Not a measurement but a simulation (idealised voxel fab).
Process module in this document: voxel trench capacitor
Xsec cut, 245 nm wide, square cell size 5 nm.
Cross-section = grid of square cells, listed top down in bands; band = one or more rows. For a band, the entry starts with two heights in nm, that of the top and then that of the bottom, and carries on with the band's materials in order from left to right, each alongside its width in nm; the word "throughout" beside a single material means it fills the band edge to edge, and "empty" means empty space. Height 0 is the level under which the wafer as received is all one material. The lowest band goes on downwards, as in "0 down". So if you see something like "30->40" for the width, read it as the top row of the band sitting at the first number and the bottom row at the second, with every row in between moving by the same amount as the last. Basically "remained unchanged" means that step didn't change any cell in the cross-section. Each empty space that has no open way to the top and spans at least 8 cells appears under "Fully enclosed voids" as width x height at distance, the distance counted from the left edge, all in nm. Heads up: the bit after the settings on a step's line is the simulator's remark on that step. Regarding "overlay nm": on a step with a mask, it is the distance the mask lay to the right of its planned place; a negative value places it to the left.

**Here's what the planned process steps look like**
1,RECEIVE | material Si
2,CONFORMAL_DEP | material SiN | thk nm 5
3,PATTERN | tone open | mask id TRENCH | material resist | width nm 25 | pitch nm 45 | thk nm 20 | overlay nm 0
4,DIRECTIONAL_ETCH | etch materials SiN | depth nm 5
5,DIRECTIONAL_ETCH | etch materials Si | depth nm 35
6,STRIP | etch materials resist
7,CONFORMAL_DEP | material HfO2 | thk nm 5
8,CONFORMAL_DEP | material TiN | thk nm 5
9,FILL_DEP | material W | thk nm 5
10,CMP | height nm 5

**Cross-section, incoming material, after step 1**
> 0 down: Si throughout
> Fully enclosed voids: none

**Post-module cross-section: identical start and plan to those above, one misstep in execution**
> 5 to 0: SiN 65 nm | HfO2 5 nm | TiN 5 nm | W 5 nm | TiN 5 nm | HfO2 5 nm | SiN 20 nm | HfO2 5 nm | TiN 5 nm | W 5 nm | TiN 5 nm | HfO2 5 nm | SiN 20 nm | HfO2 5 nm | TiN 5 nm | W 5 nm | TiN 5 nm | HfO2 5 nm | SiN 65 nm
> 0 to -15: Si 65 nm | HfO2 5 nm | TiN 5 nm | W 5 nm | TiN 5 nm | HfO2 5 nm | Si 20 nm | HfO2 5 nm | TiN 5 nm | W 5 nm | TiN 5 nm | HfO2 5 nm | Si 20 nm | HfO2 5 nm | TiN 5 nm | W 5 nm | TiN 5 nm | HfO2 5 nm | Si 65 nm
> -15 to -20: Si 65 nm | HfO2 5 nm | TiN 15 nm | HfO2 5 nm | Si 20 nm | HfO2 5 nm | TiN 15 nm | HfO2 5 nm | Si 20 nm | HfO2 5 nm | TiN 15 nm | HfO2 5 nm | Si 65 nm
> -20 to -25: Si 65 nm | HfO2 25 nm | Si 20 nm | HfO2 25 nm | Si 20 nm | HfO2 25 nm | Si 65 nm
> -25 down: Si throughout
> Fully enclosed voids: none
So what did we get wrong on this run? step 5: run off-plan, actual operation and settings DIRECTIONAL_ETCH | etch materials Si | depth nm 25
